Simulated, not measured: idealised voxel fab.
You're looking at the process module voxel ribs on slabs.
We display cut, a cross-section 200 nm in width whose square cells are each 5 nm.
Cross-sections here: square-cell grids, written as top-down lists of bands, a band being one or more rows of cells.
The band entry comprises the height of the band's top followed by the height of its bottom, expressed in nm, and subsequently the band's materials from left to right, each stated together with its width in nm. Where a single material is marked with the word "throughout", that material fills the band from edge to edge. The word "empty" represents empty space.
Below 0: as-received wafer, all one material; heights counted from there. Lowest band: no bottom, goes on down, written "z 0 and below".
Note: "30 to 40" means the width goes from the first number (top row of the band) to the second number (bottom row) in equal steps per row of cells.
Step note "nothing different" = no cross-section cell changed.
"Internal closed voids" lists enclosed empty spaces (at least 8 cells, no open path upward to the top), each as width x height at distance from the left edge, in nm.
It should be noted that, on the line of a given step, the content following the step's settings is a remark produced by the simulator itself with respect to that step.
overlay nm: on a step with a mask, how far right of its planned place the mask lay; negative means left.

Planned process steps:
1) RECEIVE with material Si
2) DIRECTIONAL_DEP with material SiO2, thk nm 20
3) DIRECTIONAL_DEP with material polySi, thk nm 15
4) DIRECTIONAL_DEP with material aC, thk nm 10
5) PATTERN with tone cover, mask id RIB, material resist, width nm 30, thk nm 30, overlay nm 0
6) DIRECTIONAL_ETCH with etch materials aC, depth nm 10
7) STRIP with etch materials resist
8) DIRECTIONAL_ETCH with etch materials polySi, depth nm 10
9) STRIP with etch materials aC
10) MASKED_ETCH with tone cover, mask id SLAB, width nm 60, etch materials polySi, depth nm 5, overlay nm 0
11) FILL_DEP with material SiO2, thk nm 20
12) CMP with height nm 45
13) DIRECTIONAL_DEP with material TiN, thk nm 10
14) DIRECTIONAL_DEP with material aC, thk nm 10
15) PATTERN with tone cover, mask id HEATER, material resist, width nm 40, thk nm 30, overlay nm 0
16) DIRECTIONAL_ETCH with etch materials aC, depth nm 10
17) STRIP with etch materials resist
18) DIRECTIONAL_ETCH with etch materials TiN, depth nm 10
19) STRIP with etch materials aC
20) CONFORMAL_DEP with material SiO2, thk nm 5

Cross-section: wafer on arrival = after step 1:
* z 0 and below = Si throughout
* Internal closed voids: none

End-of-module XS, first of two wafers, run as planned:
* z 60 to 55 = 75 of empty, 50 of SiO2, 75 of empty
* z 55 to 50 = 75 of empty, 5 of SiO2, 40 of TiN, 5 of SiO2, 75 of empty
* z 50 to 45 = 80 of SiO2, 40 of TiN, 80 of SiO2
* z 45 to 35 = SiO2 throughout
* z 35 to 25 = 85 of SiO2, 30 of polySi, 85 of SiO2
* z 25 to 20 = 70 of SiO2, 60 of polySi, 70 of SiO2
* z 20 to 0 = SiO2 throughout
* z 0 and below = Si throughout
* Internal closed voids: none

Second of two wafers, module complete, sectioned: it shares the first wafer's start and plan but was run with one mistake:
* z 70 to 60 = 65 of empty, 70 of SiO2, 65 of empty
* z 60 to 55 = SiO2 throughout
* z 55 to 45 = 80 of SiO2, 40 of TiN, 80 of SiO2
* z 45 to 35 = SiO2 throughout
* z 35 to 25 = 85 of SiO2, 30 of polySi, 85 of SiO2
* z 25 to 20 = 70 of SiO2, 60 of polySi, 70 of SiO2
* z 20 to 0 = SiO2 throughout
* z 0 and below = Si throughout
* Internal closed voids: none
What was the processing mistake? step 20 ran differently from the plan; actual operation with settings: CONFORMAL_DEP with material SiO2, thk nm 15
at the end the second wafer has, in cells: 88 more of SiO2
